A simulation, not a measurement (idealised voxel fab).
process module | voxel wiring stack
cross-section cut | 300 nm wide | cells 5 nm
A cross-section is a grid of square cells, given in bands from the top down. A band is one or more rows of cells.
Each band's line starts with the height of the band's top and of its bottom, in nm. Then come its materials from left to right, each with its width in nm. One material with "throughout" fills the band from edge to edge. "air" is empty space.
Height 0 is the level under which the wafer as received is all one material. The lowest band goes on downwards, as in "0 down".
A width such as "30 to 40" changes by the same amount from each row of cells to the next, from the band's top row to its bottom row.
"no change" after a step means that no cell of the cross-section changed.
closed voids: empty space of 8 cells or more with no open way to the top, each as width x height at its distance from the left edge, in nm
after a step's settings: what the simulator itself notes on the step
overlay nm, on a step with a mask: how far to the right of its planned place the mask lay; to the left if negative
plan
1 op RECEIVE | material Si
2 op CONFORMAL_DEP | material SiO2 | thk nm 10
3 op DIRECTIONAL_DEP | material TiN | thk nm 5
4 op DIRECTIONAL_DEP | material Ru | thk nm 15
5 op PATTERN | tone cover | mask id METAL_1 | material resist | width nm 20 | pitch nm 40 | thk nm 15 | overlay nm 0
6 op DIRECTIONAL_ETCH | etch materials Ru | depth nm 15
7 op DIRECTIONAL_ETCH | etch materials TiN | depth nm 5
8 op STRIP | etch materials resist
9 op CONFORMAL_DEP | material SiCN | thk nm 5
10 op FILL_DEP | material SiO2 | thk nm 5
11 op CMP | height nm 30
12 op CONFORMAL_DEP | material SiCN | thk nm 5
13 op DIRECTIONAL_DEP | material SiO2 | thk nm 15
14 op DIRECTIONAL_DEP | material aC | thk nm 15
15 op PATTERN | tone open | mask id PLUG_1 | material resist | width nm 15 | pitch nm 40 | thk nm 30 | overlay nm 0
16 op DIRECTIONAL_ETCH | etch materials aC | depth nm 15
17 op STRIP | etch materials resist
18 op DIRECTIONAL_ETCH | etch materials SiO2 | depth nm 15
19 op DIRECTIONAL_ETCH | etch materials SiCN | depth nm 5
20 op STRIP | etch materials aC
21 op CONFORMAL_DEP | material TiN | thk nm 5
22 op FILL_DEP | material Cu | thk nm 5
23 op CMP | height nm 50
24 op CONFORMAL_DEP | material SiN | thk nm 5
25 op DIRECTIONAL_DEP | material lowk | thk nm 20
26 op DIRECTIONAL_DEP | material aC | thk nm 15
27 op PATTERN | tone open | mask id METAL_2 | material resist | width nm 20 | pitch nm 40 | thk nm 30 | overlay nm 0
28 op DIRECTIONAL_ETCH | etch materials aC | depth nm 15
29 op STRIP | etch materials resist
30 op DIRECTIONAL_ETCH | etch materials lowk | depth nm 10
31 op DIRECTIONAL_ETCH | etch materials SiN | depth nm 5
32 op STRIP | etch materials aC
33 op CONFORMAL_DEP | material TiN | thk nm 5
34 op FILL_DEP | material Cu | thk nm 5
35 op CMP | height nm 75
36 op CONFORMAL_DEP | material SiCN | thk nm 5
37 op DIRECTIONAL_DEP | material lowk | thk nm 30
38 op PATTERN | tone open | mask id METAL_3_HOLES | material resist | width nm 15 | thk nm 20 | overlay nm 0
39 op DIRECTIONAL_ETCH | etch materials lowk | depth nm 30
40 op STRIP | etch materials resist
41 op MASKED_ETCH | tone open | mask id METAL_3 | width nm 20 | pitch nm 40 | etch materials lowk | depth nm 15 | overlay nm 0
42 op MASKED_ETCH | tone open | mask id METAL_3 | width nm 20 | pitch nm 40 | etch materials SiCN | depth nm 5 | overlay nm 0
43 op CONFORMAL_DEP | material TiN | thk nm 5
44 op FILL_DEP | material Ru | thk nm 5
45 op CMP | height nm 110
46 op CONFORMAL_DEP | material SiN | thk nm 5
varied across the wafers: depth nm of step 30. The plan shows the first wafer's value. All wafers start alike
first wafer as received, after step 1
  0 down: Si throughout
  closed voids: none
first wafer at the end, after step 46
  115 to 110: SiN throughout
  110 to 100: lowk 120 | TiN 5 | Ru 10 | TiN 5 | lowk 20 | TiN 5 | Ru 10 | TiN 5 | lowk 120
  100 to 95: lowk 120 | TiN 5 | Ru 5 | TiN 10 | lowk 20 | TiN 20 | lowk 120
  95 to 80: lowk 120 | TiN 5 | Ru 5 | TiN 5 | lowk 165
  80 to 75: SiCN 120 | TiN 15 | SiCN 165
  75 to 70: lowk 120 | TiN 5 | Cu 10 | TiN 5 | lowk 20 | TiN 5 | Cu 10 | TiN 5 | lowk 120
  70 to 65: lowk 120 | TiN 20 | lowk 20 | TiN 20 | lowk 120
  65 to 55: lowk throughout
  55 to 50: SiN throughout
  50 to 35: SiO2 120 | TiN 5 | Cu 5 | TiN 5 | SiO2 25 | TiN 5 | Cu 5 | TiN 5 | SiO2 125
  35 to 30: SiCN 120 | TiN 15 | SiCN 25 | TiN 15 | SiCN 125
  30 to 15: SiO2 115 | SiCN 5 | Ru 20 | SiCN 5 | SiO2 10 | SiCN 5 | Ru 20 | SiCN 5 | SiO2 115
  15 to 10: SiCN 120 | TiN 20 | SiCN 20 | TiN 20 | SiCN 120
  10 to 0: SiO2 throughout
  0 down: Si throughout
  closed voids: none
last wafer at the end
  115 to 110: SiN throughout
  110 to 100: lowk 120 | TiN 5 | Ru 10 | TiN 5 | lowk 20 | TiN 5 | Ru 10 | TiN 5 | lowk 120
  100 to 95: lowk 120 | TiN 5 | Ru 5 | TiN 10 | lowk 20 | TiN 20 | lowk 120
  95 to 80: lowk 120 | TiN 5 | Ru 5 | TiN 5 | lowk 165
  80 to 75: SiCN 120 | TiN 15 | SiCN 165
  75 to 55: lowk 120 | TiN 5 | Cu 10 | TiN 5 | lowk 20 | TiN 5 | Cu 10 | TiN 5 | lowk 120
  55 to 50: SiN 120 | TiN 20 | SiN 20 | TiN 20 | SiN 120
  50 to 35: SiO2 120 | TiN 5 | Cu 5 | TiN 5 | SiO2 25 | TiN 5 | Cu 5 | TiN 5 | SiO2 125
  35 to 30: SiCN 120 | TiN 15 | SiCN 25 | TiN 15 | SiCN 125
  30 to 15: SiO2 115 | SiCN 5 | Ru 20 | SiCN 5 | SiO2 10 | SiCN 5 | Ru 20 | SiCN 5 | SiO2 115
  15 to 10: SiCN 120 | TiN 20 | SiCN 20 | TiN 20 | SiCN 120
  10 to 0: SiO2 throughout
  0 down: Si throughout
  closed voids: none
each wafer at the end: cells of each material gained (+) or lost (-) since it was received, then its closed voids
depth nm 10 | +10 Cu | +36 Ru | +175 SiCN | +120 SiN | +426 SiO2 | +62 TiN | +551 lowk | closed voids: none
depth nm 15 | +14 Cu | +36 Ru | +175 SiCN | +120 SiN | +426 SiO2 | +66 TiN | +543 lowk | closed voids: none
depth nm 20 | +22 Cu | +36 Ru | +175 SiCN | +112 SiN | +426 SiO2 | +74 TiN | +535 lowk | closed voids: none
depth nm 25 | +22 Cu | +36 Ru | +175 SiCN | +112 SiN | +426 SiO2 | +74 TiN | +535 lowk | closed voids: none
depth nm 30 | +22 Cu | +36 Ru | +175 SiCN | +112 SiN | +426 SiO2 | +74 TiN | +535 lowk | closed voids: none
depth nm 35 | +22 Cu | +36 Ru | +175 SiCN | +112 SiN | +426 SiO2 | +74 TiN | +535 lowk | closed voids: none
